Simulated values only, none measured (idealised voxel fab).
process module | voxel self aligned vias
cross-section cut | 215 nm wide | cells 5 nm
A cross-section is a grid of square cells, given in bands from the top down. A band is one or more rows of cells.
Each band's line starts with the height of the band's top and of its bottom, in nm. Then come its materials from left to right, each with its width in nm. One material with "throughout" fills the band from edge to edge. "air" is empty space.
Height 0 is the level under which the wafer as received is all one material. The lowest band goes on downwards, as in "0 down".
A width such as "30 to 40" changes by the same amount from each row of cells to the next, from the band's top row to its bottom row.
"no change" after a step means that no cell of the cross-section changed.
closed voids: empty space of 8 cells or more with no open way to the top, each as width x height at its distance from the left edge, in nm
after a step's settings: what the simulator itself notes on the step
overlay nm, on a step with a mask: how far to the right of its planned place the mask lay; to the left if negative
plan
1 op RECEIVE | material Si
2 op CONFORMAL_DEP | material SiO2 | thk nm 10
3 op CONFORMAL_DEP | material SiCN | thk nm 5
4 op DIRECTIONAL_DEP | material lowk | thk nm 30
5 op MASKED_ETCH | tone open | mask id LINES | width nm 25 | pitch nm 50 | etch materials lowk | depth nm 30 | overlay nm 0
6 op CONFORMAL_DEP | material TiN | thk nm 5
7 op FILL_DEP | material Ru | thk nm 5
8 op CMP | height nm 45
9 op SELECTIVE_ETCH | etch materials W Ru TiN | depth nm 5
10 op FILL_DEP | material SiN | thk nm 10
11 op CMP | height nm 45
12 op DIRECTIONAL_DEP | material lowk | thk nm 15
13 op PATTERN | tone open | mask id VIAS | material resist | width nm 35 | thk nm 15 | overlay nm 0
14 op DIRECTIONAL_ETCH | etch materials lowk | depth nm 15
15 op DIRECTIONAL_ETCH | etch materials SiN | depth nm 5
16 op STRIP | etch materials resist
17 op CONFORMAL_DEP | material TiN | thk nm 5
18 op FILL_DEP | material Cu | thk nm 10
19 op CMP | height nm 60
20 op CONFORMAL_DEP | material SiCN | thk nm 5
first wafer, as planned
as received, after step 1
  0 down: Si throughout
  closed voids: none
after step 2
  10 to 0: SiO2 throughout
  below 0: unchanged
after step 3
  15 to 10: SiCN throughout
  below 10: unchanged
after step 4
  45 to 15: lowk throughout
  below 15: unchanged
after step 5
  45 to 15: lowk 70 | air 25 | lowk 25 | air 25 | lowk 70
  below 15: unchanged
after step 6
  50 to 45: TiN 75 | air 15 | TiN 35 | air 15 | TiN 75
  45 to 20: lowk 70 | TiN 5 | air 15 | TiN 5 | lowk 25 | TiN 5 | air 15 | TiN 5 | lowk 70
  20 to 15: lowk 70 | TiN 25 | lowk 25 | TiN 25 | lowk 70
  below 15: unchanged
after step 7
  55 to 50: Ru throughout
  50 to 45: TiN 75 | Ru 15 | TiN 35 | Ru 15 | TiN 75
  45 to 20: lowk 70 | TiN 5 | Ru 15 | TiN 5 | lowk 25 | TiN 5 | Ru 15 | TiN 5 | lowk 70
  below 20: unchanged
after step 8
  45 to 20: lowk 70 | TiN 5 | Ru 15 | TiN 5 | lowk 25 | TiN 5 | Ru 15 | TiN 5 | lowk 70
  below 20: unchanged
after step 9
  45 to 40: lowk 70 | air 25 | lowk 25 | air 25 | lowk 70
  below 40: unchanged
after step 10
  55 to 45: SiN throughout
  45 to 40: lowk 70 | SiN 25 | lowk 25 | SiN 25 | lowk 70
  below 40: unchanged
after step 11
  45 to 40: lowk 70 | SiN 25 | lowk 25 | SiN 25 | lowk 70
  below 40: unchanged
after step 12
  60 to 45: lowk throughout
  below 45: unchanged
after step 13
  75 to 60: resist 65 | air 35 | resist 115
  below 60: unchanged
after step 14
  75 to 60: resist 65 | air 35 | resist 115
  60 to 45: lowk 65 | air 35 | lowk 115
  below 45: unchanged
after step 15
  75 to 60: resist 65 | air 35 | resist 115
  60 to 45: lowk 65 | air 35 | lowk 115
  45 to 40: lowk 70 | air 25 | lowk 25 | SiN 25 | lowk 70
  below 40: unchanged
after step 16
  60 to 45: lowk 65 | air 35 | lowk 115
  below 45: unchanged
after step 17
  65 to 60: TiN 70 | air 25 | TiN 120
  60 to 50: lowk 65 | TiN 5 | air 25 | TiN 5 | lowk 115
  50 to 45: lowk 65 | TiN 10 | air 15 | TiN 10 | lowk 115
  45 to 40: lowk 70 | TiN 25 | lowk 25 | SiN 25 | lowk 70
  below 40: unchanged
after step 18
  75 to 65: Cu throughout
  65 to 60: TiN 70 | Cu 25 | TiN 120
  60 to 50: lowk 65 | TiN 5 | Cu 25 | TiN 5 | lowk 115
  50 to 45: lowk 65 | TiN 10 | Cu 15 | TiN 10 | lowk 115
  below 45: unchanged
after step 19
  60 to 50: lowk 65 | TiN 5 | Cu 25 | TiN 5 | lowk 115
  below 50: unchanged
after step 20
  65 to 60: SiCN throughout
  below 60: unchanged
second wafer: like start, like plan, one mistake. Through step 13 it matches the first wafer
when step 14 should have ended
  75 to 60: resist 65 | air 35 | resist 115
  60 to 45: lowk 65 | air 35 | lowk 115
  45 to 40: lowk 65 | air 5 | SiN 25 | air 5 | lowk 20 | SiN 25 | lowk 70
  40 to 30: lowk 65 | air 5 | TiN 5 | Ru 15 | TiN 5 | air 5 | lowk 20 | TiN 5 | Ru 15 | TiN 5 | lowk 70
  below 30: unchanged
when step 15 should have ended
  75 to 60: resist 65 | air 35 | resist 115
  60 to 45: lowk 65 | air 35 | lowk 115
  45 to 40: lowk 65 | air 35 | lowk 20 | SiN 25 | lowk 70
  below 40: unchanged
when step 16 should have ended
  60 to 45: lowk 65 | air 35 | lowk 115
  below 45: unchanged
when step 17 should have ended
  65 to 60: TiN 70 | air 25 | TiN 120
  60 to 45: lowk 65 | TiN 5 | air 25 | TiN 5 | lowk 115
  45 to 40: lowk 65 | TiN 35 | lowk 20 | SiN 25 | lowk 70
  40 to 30: lowk 65 | TiN 10 | Ru 15 | TiN 10 | lowk 20 | TiN 5 | Ru 15 | TiN 5 | lowk 70
  below 30: unchanged
when step 18 should have ended
  75 to 65: Cu throughout
  65 to 60: TiN 70 | Cu 25 | TiN 120
  60 to 45: lowk 65 | TiN 5 | Cu 25 | TiN 5 | lowk 115
  below 45: unchanged
when step 19 should have ended
  60 to 45: lowk 65 | TiN 5 | Cu 25 | TiN 5 | lowk 115
  below 45: unchanged
when step 20 should have ended
  65 to 60: SiCN throughout
  below 60: unchanged
what went wrong: step 14 was run twice
at the end the second wafer has, in cells: 2 more of Cu | 4 more of TiN | 6 fewer of lowk
